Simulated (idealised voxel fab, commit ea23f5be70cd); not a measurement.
process module | voxel capacitor over wiring
cross-section cut | 180 nm wide | cells 5 nm
A cross-section is a grid of square cells, given in bands from the top down. A band is one or more rows of cells.
Each band's line starts with the height of the band's top and of its bottom, in nm. Then come its materials from left to right, each with its width in nm. One material with "throughout" fills the band from edge to edge. "air" is empty space.
Height 0 is the level under which the wafer as received is all one material. The lowest band goes on downwards, as in "0 down".
A width such as "30 to 40" changes by the same amount from each row of cells to the next, from the band's top row to its bottom row.
"no change" after a step means that no cell of the cross-section changed.
closed voids: empty space of 8 cells or more with no open way to the top, each as width x height at its distance from the left edge, in nm
after a step's settings: what the simulator itself notes on the step
overlay nm, on a step with a mask: how far to the right of its planned place the mask lay; to the left if negative
plan
1 op RECEIVE | material Si
2 op CONFORMAL_DEP | material SiO2 | thk nm 10
3 op CONFORMAL_DEP | material SiN | thk nm 5
4 op DIRECTIONAL_DEP | material lowk | thk nm 15
5 op DIRECTIONAL_DEP | material aC | thk nm 10
6 op PATTERN | tone open | mask id METAL_1 | material resist | width nm 20 | pitch nm 80 | thk nm 30 | overlay nm 0
7 op DIRECTIONAL_ETCH | etch materials aC | depth nm 10
8 op STRIP | etch materials resist
9 op DIRECTIONAL_ETCH | etch materials lowk | depth nm 15
10 op DIRECTIONAL_ETCH | etch materials SiN | depth nm 5
11 op STRIP | etch materials aC
12 op CONFORMAL_DEP | material TiN | thk nm 5
13 op FILL_DEP | material W | thk nm 10
14 op CMP | height nm 30
15 op EPI | material Ru | thk nm 5
16 op FILL_DEP | material SiCN | thk nm 5
17 op DIRECTIONAL_DEP | material lowk | thk nm 20
18 op MASKED_ETCH | tone open | mask id PLUG_1 | width nm 15 | etch materials lowk | depth nm 20 | overlay nm 0
19 op MASKED_ETCH | tone open | mask id PLUG_1 | width nm 15 | etch materials SiCN | depth nm 5 | overlay nm 0
20 op CONFORMAL_DEP | material TiN | thk nm 5
21 op FILL_DEP | material Cu | thk nm 10
22 op CMP | height nm 60
23 op DIRECTIONAL_DEP | material TiN | thk nm 10
24 op DIRECTIONAL_DEP | material Al2O3 | thk nm 5
25 op DIRECTIONAL_DEP | material TiN | thk nm 10
26 op DIRECTIONAL_DEP | material aC | thk nm 10
27 op PATTERN | tone cover | mask id UPPER_PLATE | material resist | width nm 65 | thk nm 30 | overlay nm 0
28 op DIRECTIONAL_ETCH | etch materials aC | depth nm 10
29 op STRIP | etch materials resist
30 op DIRECTIONAL_ETCH | etch materials TiN | depth nm 10
31 op DIRECTIONAL_ETCH | etch materials Al2O3 | depth nm 5
32 op STRIP | etch materials aC
33 op DIRECTIONAL_DEP | material aC | thk nm 15
34 op PATTERN | tone cover | mask id LOWER_PLATE | material resist | width nm 75 | thk nm 30 | overlay nm 0
35 op DIRECTIONAL_ETCH | etch materials aC | depth nm 15
36 op STRIP | etch materials resist
37 op DIRECTIONAL_ETCH | etch materials TiN | depth nm 10
38 op STRIP | etch materials aC
39 op FILL_DEP | material SiO2 | thk nm 15
40 op CMP | height nm 95
41 op MASKED_ETCH | tone open | mask id PLUG_2 | width nm 15 | etch materials SiO2 | depth nm 10 | overlay nm 0
42 op CONFORMAL_DEP | material TiN | thk nm 5
43 op FILL_DEP | material W | thk nm 10
44 op CMP | height nm 95
45 op CONFORMAL_DEP | material SiCN | thk nm 5
as received, after step 1
  0 down: Si throughout
  closed voids: none
a wafer at the end: this start, this plan, one mistake
  100 to 95: SiCN throughout
  95 to 90: SiO2 55 | TiN 5 | W 5 | TiN 5 | SiO2 110
  90 to 85: SiO2 55 | TiN 15 | SiO2 110
  85 to 75: SiO2 45 | TiN 70 | SiO2 65
  75 to 70: SiO2 45 | Al2O3 70 | SiO2 65
  70 to 60: SiO2 40 | TiN 75 | SiO2 65
  60 to 40: lowk 45 | TiN 5 | Cu 5 | TiN 5 | lowk 120
  40 to 35: SiCN 45 | TiN 15 | SiCN 120
  35 to 30: SiCN 35 | Ru 30 | SiCN 50 | Ru 30 | SiCN 35
  30 to 15: lowk 40 | TiN 5 | W 10 | TiN 5 | lowk 60 | TiN 5 | W 10 | TiN 5 | lowk 40
  15 to 10: SiN 40 | TiN 20 | SiN 60 | TiN 20 | SiN 40
  10 to 0: SiO2 throughout
  0 down: Si throughout
  closed voids: none
what went wrong: step 27 ran as: op PATTERN | tone cover | mask id UPPER_PLATE | material resist | width nm 70 | thk nm 30 | overlay nm 0
